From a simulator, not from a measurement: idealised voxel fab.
The following is a process module called voxel lift off.
Cross-section cut: width 220 nm, square cells of 5 nm.
Cross-sections here: square-cell grids, written as top-down lists of bands, a band being one or more rows of cells. What a band's entry tells you: where the top is and where the bottom is, as heights in nm, and after that what lies inside, material by material from left to right, each with its width in nm. Empty space is written as the word "empty", and a single material marked with the word "throughout" occupies the band from edge to edge. The level at which height equals 0 is the one under which the wafer, as it arrives, is entirely one material. No lower edge exists for the bottom band, which continues downward and is notated as in "0 and below". Per-row width for "30->40": begins at first number (top row of band), ends at second number (bottom row), increment between rows held constant. Where the words "left unchanged" appear for a step, the cross-section shows no cell changed by that step; every cell remained as before. Empty spaces without an open route to the top, at least 8 cells in extent, make up the entry "Closed cavities"; each is given as width x height at distance, where the distance is measured from the left edge, and all are in nm. On each step's line, the part that comes after the settings is the simulator's own comment on the step. Among the settings permitted on a step's line is "overlay nm"; applied to a step with a mask, it specifies the extent to which the mask lay to the right of its planned position, whereas a negative figure signifies a position to the left.
-- plan
- 1: op RECEIVE | material Si
- 2: op CONFORMAL_DEP | material SiO2 | thk nm 5
- 3: op PATTERN | tone open | mask id LINES | material resist | width nm 30 | pitch nm 50 | thk nm 25 | overlay nm 0
- 4: op DIRECTIONAL_DEP | material Ru | thk nm 15
- 5: op STRIP | etch materials resist
- 6: op CONFORMAL_DEP | material SiO2 | thk nm 5
Be aware that, although all wafers share a common starting state, the thk nm at step 2 differs among them, and the plan displays the first wafer's value.
-- Cross-sectional view of the first of several wafers in the as-received condition, corresponding to the state following step 1
* 0 and below = Si throughout
* Closed cavities: none
-- Rows = wafers. At module end, each row lists per material the cells gained (+) or lost (-) since the wafer was received, then the closed voids
thk nm 5; +36 Ru; +100 SiO2; Closed cavities: none
thk nm 10; +36 Ru; +144 SiO2; Closed cavities: none
thk nm 15; +36 Ru; +188 SiO2; Closed cavities: none
thk nm 20; +36 Ru; +232 SiO2; Closed cavities: none
thk nm 25; +36 Ru; +276 SiO2; Closed cavities: none
